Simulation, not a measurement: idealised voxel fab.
process module | voxel tone inversion
cross-section cut | 220 nm wide | cells 5 nm
A cross-section is a grid of square cells, given in bands from the top down. A band is one or more rows of cells.
Each band's line starts with the height of the band's top and of its bottom, in nm. Then come its materials from left to right, each with its width in nm. One material with "throughout" fills the band from edge to edge. "air" is empty space.
Height 0 is the level under which the wafer as received is all one material. The lowest band goes on downwards, as in "0 down".
A width such as "30 to 40" changes by the same amount from each row of cells to the next, from the band's top row to its bottom row.
"no change" after a step means that no cell of the cross-section changed.
closed voids: empty space of 8 cells or more with no open way to the top, each as width x height at its distance from the left edge, in nm
after a step's settings: what the simulator itself notes on the step
overlay nm, on a step with a mask: how far to the right of its planned place the mask lay; to the left if negative
plan
1 op RECEIVE | material Si
2 op CONFORMAL_DEP | material SiN | thk nm 10
3 op DIRECTIONAL_DEP | material polySi | thk nm 15
4 op PATTERN | tone cover | mask id POSTS | material resist | width nm 25 | pitch nm 40 | thk nm 20 | overlay nm 0
5 op DIRECTIONAL_ETCH | etch materials polySi | depth nm 15
6 op STRIP | etch materials resist
7 op FILL_DEP | material SiO2 | thk nm 10
8 op CMP | height nm 25
9 op STRIP | etch materials polySi
as received, after step 1
  0 down: Si throughout
  closed voids: none
first wafer at the end, as planned
  25 to 10: SiO2 55 | air 25 | SiO2 15 | air 25 | SiO2 15 | air 25 | SiO2 60
  10 to 0: SiN throughout
  0 down: Si throughout
  closed voids: none
second wafer at the end: like start, like plan, one mistake
  25 to 10: SiO2 60 | air 15 | SiO2 25 | air 15 | SiO2 25 | air 15 | SiO2 65
  10 to 0: SiN throughout
  0 down: Si throughout
  closed voids: none
what went wrong: step 4 ran as: op PATTERN | tone cover | mask id POSTS | material resist | width nm 15 | pitch nm 40 | thk nm 20 | overlay nm 0
at the end the second wafer has, in cells: 18 more of SiO2
